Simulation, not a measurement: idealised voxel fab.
process module | voxel gate over fins
cross-section cut | 225 nm wide | cells 5 nm
A cross-section is a grid of square cells, given in bands from the top down. A band is one or more rows of cells.
Each band's line starts with the height of the band's top and of its bottom, in nm. Then come its materials from left to right, each with its width in nm. One material with "throughout" fills the band from edge to edge. "air" is empty space.
Height 0 is the level under which the wafer as received is all one material. The lowest band goes on downwards, as in "0 down".
A width such as "30 to 40" changes by the same amount from each row of cells to the next, from the band's top row to its bottom row.
"no change" after a step means that no cell of the cross-section changed.
closed voids: empty space of 8 cells or more with no open way to the top, each as width x height at its distance from the left edge, in nm
after a step's settings: what the simulator itself notes on the step
overlay nm, on a step with a mask: how far to the right of its planned place the mask lay; to the left if negative
plan
1 op RECEIVE | material Si
2 op CONFORMAL_DEP | material SiN | thk nm 5
3 op PATTERN | tone cover | mask id FINS | material resist | width nm 15 | pitch nm 40 | thk nm 15 | overlay nm 0
4 op DIRECTIONAL_ETCH | etch materials SiN | depth nm 5
5 op DIRECTIONAL_ETCH | etch materials Si | depth nm 40
6 op STRIP | etch materials resist
7 op OXIDIZE | depth nm 5
8 op FILL_DEP | material SiO2 | thk nm 10
9 op CMP | height nm 5
10 op SELECTIVE_ETCH | etch materials SiO2 | depth nm 15
11 op STRIP | etch materials SiN
12 op CONFORMAL_DEP | material HfO2 | thk nm 5
13 op CONFORMAL_DEP | material TiN | thk nm 5
14 op FILL_DEP | material W | thk nm 15
15 op CMP | height nm 20
16 op CONFORMAL_DEP | material SiCN | thk nm 5
as received, after step 1
  0 down: Si throughout
  closed voids: none
first wafer at the end, as planned
  25 to 20: SiCN throughout
  20 to 10: W throughout
  10 to 5: W 40 | TiN 25 | W 15 | TiN 25 | W 15 | TiN 25 | W 15 | TiN 25 | W 40
  5 to 0: W 40 | TiN 5 | HfO2 15 | TiN 5 | W 15 | TiN 5 | HfO2 15 | TiN 5 | W 15 | TiN 5 | HfO2 15 | TiN 5 | W 15 | TiN 5 | HfO2 15 | TiN 5 | W 40
  0 to -5: TiN 45 | HfO2 5 | Si 5 | HfO2 5 | TiN 25 | HfO2 5 | Si 5 | HfO2 5 | TiN 25 | HfO2 5 | Si 5 | HfO2 5 | TiN 25 | HfO2 5 | Si 5 | HfO2 5 | TiN 45
  -5 to -10: HfO2 50 | Si 5 | HfO2 35 | Si 5 | HfO2 35 | Si 5 | HfO2 35 | Si 5 | HfO2 50
  -10 to -45: SiO2 50 | Si 5 | SiO2 35 | Si 5 | SiO2 35 | Si 5 | SiO2 35 | Si 5 | SiO2 50
  -45 down: Si throughout
  closed voids: none
second wafer at the end: like start, like plan, one mistake
  25 to 20: SiCN throughout
  20 to 10: W throughout
  10 to 5: TiN 50 | W 5 | TiN 35 | W 5 | TiN 35 | W 5 | TiN 35 | W 5 | TiN 50
  5 to 0: HfO2 45 | TiN 5 | W 5 | TiN 5 | HfO2 25 | TiN 5 | W 5 | TiN 5 | HfO2 25 | TiN 5 | W 5 | TiN 5 | HfO2 25 | TiN 5 | W 5 | TiN 5 | HfO2 45
  0 to -5: Si 40 | HfO2 5 | TiN 15 | HfO2 5 | Si 15 | HfO2 5 | TiN 15 | HfO2 5 | Si 15 | HfO2 5 | TiN 15 | HfO2 5 | Si 15 | HfO2 5 | TiN 15 | HfO2 5 | Si 40
  -5 to -10: Si 40 | HfO2 25 | Si 15 | HfO2 25 | Si 15 | HfO2 25 | Si 15 | HfO2 25 | Si 40
  -10 to -45: Si 40 | SiO2 25 | Si 15 | SiO2 25 | Si 15 | SiO2 25 | Si 15 | SiO2 25 | Si 40
  -45 down: Si throughout
  closed voids: none
what went wrong: step 3 ran as: op PATTERN | tone open | mask id FINS | material resist | width nm 15 | pitch nm 40 | thk nm 15 | overlay nm 0
at the end the second wafer has, in cells: 189 more of Si | 147 fewer of SiO2 | 42 fewer of W
